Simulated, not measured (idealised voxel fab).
Process module in this document: voxel self aligned contacts
Section shown: cut. Width: 265 nm. Cell size: 5 nm, square.
Think of the cross-section as a grid of square cells. We describe it in bands, top to bottom, and each band covers one or more rows of those cells.
Each band's line starts with the height of the band's top and of its bottom, in nm. Then come its materials from left to right, each with its width in nm. One material with "throughout" fills the band from edge to edge. "blank" is empty space.
Counting heights begins at 0, where everything beneath is, in the wafer as received, one material. The lowest band has no bottom; it goes on downwards, as "0 down" shows.
Graded width ("30->40"): value in top row of band = first number; value in bottom row = second number; row-to-row change constant.
"same as before" for a step: no cell of the cross-section changed in that step.
"Listed closed voids" lists enclosed empty spaces (at least 8 cells, no open path upward to the top), each as width x height at distance from the left edge, in nm.
The remark found on a step's line after its settings is issued by the simulator itself and pertains to that step.
overlay nm: on a step with a mask, how far right of its planned place the mask lay; negative means left.

## The steps planned for the process are as follows
1) op RECEIVE | material Si
2) op OXIDIZE | depth nm 5
3) op DIRECTIONAL_DEP | material polySi | thk nm 30
4) op DIRECTIONAL_DEP | material SiN | thk nm 15
5) op PATTERN | tone cover | mask id GATE | material resist | width nm 25 | pitch nm 60 | thk nm 20 | overlay nm 0
6) op DIRECTIONAL_ETCH | etch materials SiN | depth nm 15
7) op DIRECTIONAL_ETCH | etch materials polySi | depth nm 30
8) op STRIP | etch materials resist
9) op CONFORMAL_DEP | material SiN | thk nm 5
10) op DIRECTIONAL_ETCH | etch materials SiN | depth nm 5
11) op FILL_DEP | material SiO2 | thk nm 15
12) op CMP | height nm 55
13) op MASKED_ETCH | tone open | mask id CONTACT | width nm 45 | pitch nm 60 | etch materials SiO2 | depth nm 60 | overlay nm 0
14) op CONFORMAL_DEP | material TiN | thk nm 5
15) op FILL_DEP | material Ru | thk nm 5
16) op CMP | height nm 55
17) op CONFORMAL_DEP | material SiCN | thk nm 5

## Received-state cross-section, reflecting completion of step 1
    0 down | Si throughout
    Listed closed voids: none

## End-of-module cross-section of the first of two wafers, processed as planned
    60 to 55 | SiCN throughout
    55 to 45 | SiO2=80 | TiN=5->15 | Ru=35->15 | TiN=5->15 | SiO2=15 | TiN=5->15 | Ru=35->15 | TiN=5->15 | SiO2=80
    45 to 30 | SiO2=55 | SiN=35 | TiN=5 | Ru=15 | TiN=5 | SiN=35 | TiN=5 | Ru=15 | TiN=5 | SiN=35 | SiO2=55
    30 to 0 | SiO2=55 | SiN=5 | polySi=25 | SiN=5 | TiN=5 | Ru=15 | TiN=5 | SiN=5 | polySi=25 | SiN=5 | TiN=5 | Ru=15 | TiN=5 | SiN=5 | polySi=25 | SiN=5 | SiO2=55
    0 to -5 | SiO2=90 | TiN=25 | SiO2=35 | TiN=25 | SiO2=90
    -5 down | Si throughout
    Listed closed voids: none

## Module end: cross-section of wafer two of two. Same start and process plan as the first wafer. One mistake during execution
    60 to 55 | SiCN throughout
    55 to 45 | SiO2=80 | TiN=5->20 | Ru=35->5 | TiN=5->20 | SiO2=15 | TiN=5->20 | Ru=35->5 | TiN=5->20 | SiO2=80
    45 to 30 | SiO2=50 | SiN=45 | TiN=5 | Ru=5 | TiN=5 | SiN=45 | TiN=5 | Ru=5 | TiN=5 | SiN=45 | SiO2=50
    30 to 0 | SiO2=50 | SiN=5 | polySi=35 | SiN=5 | TiN=5 | Ru=5 | TiN=5 | SiN=5 | polySi=35 | SiN=5 | TiN=5 | Ru=5 | TiN=5 | SiN=5 | polySi=35 | SiN=5 | SiO2=50
    0 to -5 | SiO2=95 | TiN=15 | SiO2=45 | TiN=15 | SiO2=95
    -5 down | Si throughout
    Listed closed voids: none
Diagnosis: step 5 did not happen as planned, as run it was op PATTERN | tone cover | mask id GATE | material resist | width nm 35 | pitch nm 60 | thk nm 20 | overlay nm 0
Wrapping up, a cell-based count of both wafers puts the second over or under the first for these materials: 40 fewer of Ru | 18 more of SiN | 14 fewer of SiO2 | 36 more of polySi
